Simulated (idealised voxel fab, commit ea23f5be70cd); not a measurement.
process module | voxel self aligned vias
cross-section cut | 180 nm wide | cells 5 nm
A cross-section is a grid of square cells, given in bands from the top down. A band is one or more rows of cells.
Each band's line starts with the height of the band's top and of its bottom, in nm. Then come its materials from left to right, each with its width in nm. One material with "throughout" fills the band from edge to edge. "air" is empty space.
Height 0 is the level under which the wafer as received is all one material. The lowest band goes on downwards, as in "0 down".
A width such as "30 to 40" changes by the same amount from each row of cells to the next, from the band's top row to its bottom row.
"no change" after a step means that no cell of the cross-section changed.
closed voids: empty space of 8 cells or more with no open way to the top, each as width x height at its distance from the left edge, in nm
after a step's settings: what the simulator itself notes on the step
overlay nm, on a step with a mask: how far to the right of its planned place the mask lay; to the left if negative
plan
1 op RECEIVE | material Si
2 op CONFORMAL_DEP | material SiO2 | thk nm 15
3 op CONFORMAL_DEP | material SiCN | thk nm 5
4 op DIRECTIONAL_DEP | material SiO2 | thk nm 25
5 op PATTERN | tone open | mask id LINES | material resist | width nm 20 | pitch nm 70 | thk nm 20 | overlay nm 0
6 op DIRECTIONAL_ETCH | etch materials SiO2 | depth nm 25
7 op STRIP | etch materials resist
8 op CONFORMAL_DEP | material TiN | thk nm 5
9 op FILL_DEP | material Ru | thk nm 5
10 op CMP | height nm 45
11 op SELECTIVE_ETCH | etch materials W Ru TiN | depth nm 5
12 op FILL_DEP | material SiN | thk nm 5
13 op CMP | height nm 45
14 op DIRECTIONAL_DEP | material SiO2 | thk nm 15
15 op PATTERN | tone open | mask id VIAS | material resist | width nm 40 | pitch nm 70 | thk nm 20 | overlay nm 0
16 op DIRECTIONAL_ETCH | etch materials SiO2 | depth nm 15
17 op DIRECTIONAL_ETCH | etch materials SiN | depth nm 5
18 op STRIP | etch materials resist
19 op CONFORMAL_DEP | material TiN | thk nm 5
20 op FILL_DEP | material Cu | thk nm 10
21 op CMP | height nm 60
22 op CONFORMAL_DEP | material SiN | thk nm 5
first wafer, as planned
as received, after step 1
  0 down: Si throughout
  closed voids: none
after step 2
  15 to 0: SiO2 throughout
  below 0: unchanged
after step 3
  20 to 15: SiCN throughout
  below 15: unchanged
after step 4
  45 to 20: SiO2 throughout
  below 20: unchanged
after step 5
  65 to 45: resist 45 | air 20 | resist 50 | air 20 | resist 45
  below 45: unchanged
after step 6
  65 to 45: resist 45 | air 20 | resist 50 | air 20 | resist 45
  45 to 20: SiO2 45 | air 20 | SiO2 50 | air 20 | SiO2 45
  below 20: unchanged
after step 7
  45 to 20: SiO2 45 | air 20 | SiO2 50 | air 20 | SiO2 45
  below 20: unchanged
after step 8
  50 to 45: TiN 50 | air 10 | TiN 60 | air 10 | TiN 50
  45 to 25: SiO2 45 | TiN 5 | air 10 | TiN 5 | SiO2 50 | TiN 5 | air 10 | TiN 5 | SiO2 45
  25 to 20: SiO2 45 | TiN 20 | SiO2 50 | TiN 20 | SiO2 45
  below 20: unchanged
after step 9
  55 to 50: Ru throughout
  50 to 45: TiN 50 | Ru 10 | TiN 60 | Ru 10 | TiN 50
  45 to 25: SiO2 45 | TiN 5 | Ru 10 | TiN 5 | SiO2 50 | TiN 5 | Ru 10 | TiN 5 | SiO2 45
  below 25: unchanged
after step 10
  45 to 25: SiO2 45 | TiN 5 | Ru 10 | TiN 5 | SiO2 50 | TiN 5 | Ru 10 | TiN 5 | SiO2 45
  below 25: unchanged
after step 11
  45 to 40: SiO2 45 | air 20 | SiO2 50 | air 20 | SiO2 45
  below 40: unchanged
after step 12
  50 to 45: SiN throughout
  45 to 40: SiO2 45 | SiN 20 | SiO2 50 | SiN 20 | SiO2 45
  below 40: unchanged
after step 13
  45 to 40: SiO2 45 | SiN 20 | SiO2 50 | SiN 20 | SiO2 45
  below 40: unchanged
after step 14
  60 to 45: SiO2 throughout
  below 45: unchanged
after step 15
  80 to 60: resist 35 | air 40 | resist 30 | air 40 | resist 35
  below 60: unchanged
after step 16
  80 to 60: resist 35 | air 40 | resist 30 | air 40 | resist 35
  60 to 45: SiO2 35 | air 40 | SiO2 30 | air 40 | SiO2 35
  below 45: unchanged
after step 17
  80 to 60: resist 35 | air 40 | resist 30 | air 40 | resist 35
  60 to 45: SiO2 35 | air 40 | SiO2 30 | air 40 | SiO2 35
  45 to 40: SiO2 45 | air 20 | SiO2 50 | air 20 | SiO2 45
  below 40: unchanged
after step 18
  60 to 45: SiO2 35 | air 40 | SiO2 30 | air 40 | SiO2 35
  below 45: unchanged
after step 19
  65 to 60: TiN 40 | air 30 | TiN 40 | air 30 | TiN 40
  60 to 50: SiO2 35 | TiN 5 | air 30 | TiN 5 | SiO2 30 | TiN 5 | air 30 | TiN 5 | SiO2 35
  50 to 45: SiO2 35 | TiN 15 | air 10 | TiN 15 | SiO2 30 | TiN 15 | air 10 | TiN 15 | SiO2 35
  45 to 40: SiO2 45 | TiN 20 | SiO2 50 | TiN 20 | SiO2 45
  below 40: unchanged
after step 20
  75 to 65: Cu throughout
  65 to 60: TiN 40 | Cu 30 | TiN 40 | Cu 30 | TiN 40
  60 to 50: SiO2 35 | TiN 5 | Cu 30 | TiN 5 | SiO2 30 | TiN 5 | Cu 30 | TiN 5 | SiO2 35
  50 to 45: SiO2 35 | TiN 15 | Cu 10 | TiN 15 | SiO2 30 | TiN 15 | Cu 10 | TiN 15 | SiO2 35
  below 45: unchanged
after step 21
  60 to 50: SiO2 35 | TiN 5 | Cu 30 | TiN 5 | SiO2 30 | TiN 5 | Cu 30 | TiN 5 | SiO2 35
  below 50: unchanged
after step 22
  65 to 60: SiN throughout
  below 60: unchanged
second wafer: like start, like plan, one mistake. Through step 15 it matches the first wafer
when step 16 should have ended
  80 to 60: resist 35 | air 40 | resist 30 | air 40 | resist 35
  60 to 45: SiO2 35 | air 40 | SiO2 30 | air 40 | SiO2 35
  45 to 40: SiO2 35 | air 10 | SiN 20 | air 10 | SiO2 30 | air 10 | SiN 20 | air 10 | SiO2 35
  40 to 30: SiO2 35 | air 10 | TiN 5 | Ru 10 | TiN 5 | air 10 | SiO2 30 | air 10 | TiN 5 | Ru 10 | TiN 5 | air 10 | SiO2 35
  below 30: unchanged
when step 17 should have ended
  80 to 60: resist 35 | air 40 | resist 30 | air 40 | resist 35
  60 to 40: SiO2 35 | air 40 | SiO2 30 | air 40 | SiO2 35
  below 40: unchanged
when step 18 should have ended
  60 to 40: SiO2 35 | air 40 | SiO2 30 | air 40 | SiO2 35
  below 40: unchanged
when step 19 should have ended
  65 to 60: TiN 40 | air 30 | TiN 40 | air 30 | TiN 40
  60 to 45: SiO2 35 | TiN 5 | air 30 | TiN 5 | SiO2 30 | TiN 5 | air 30 | TiN 5 | SiO2 35
  45 to 40: SiO2 35 | TiN 40 | SiO2 30 | TiN 40 | SiO2 35
  40 to 30: SiO2 35 | TiN 15 | Ru 10 | TiN 15 | SiO2 30 | TiN 15 | Ru 10 | TiN 15 | SiO2 35
  below 30: unchanged
when step 20 should have ended
  75 to 65: Cu throughout
  65 to 60: TiN 40 | Cu 30 | TiN 40 | Cu 30 | TiN 40
  60 to 45: SiO2 35 | TiN 5 | Cu 30 | TiN 5 | SiO2 30 | TiN 5 | Cu 30 | TiN 5 | SiO2 35
  below 45: unchanged
when step 21 should have ended
  60 to 45: SiO2 35 | TiN 5 | Cu 30 | TiN 5 | SiO2 30 | TiN 5 | Cu 30 | TiN 5 | SiO2 35
  below 45: unchanged
when step 22 should have ended
  65 to 60: SiN throughout
  below 60: unchanged
what went wrong: step 16 was run twice
at the end the second wafer has, in cells: 8 more of Cu | 24 fewer of SiO2 | 16 more of TiN
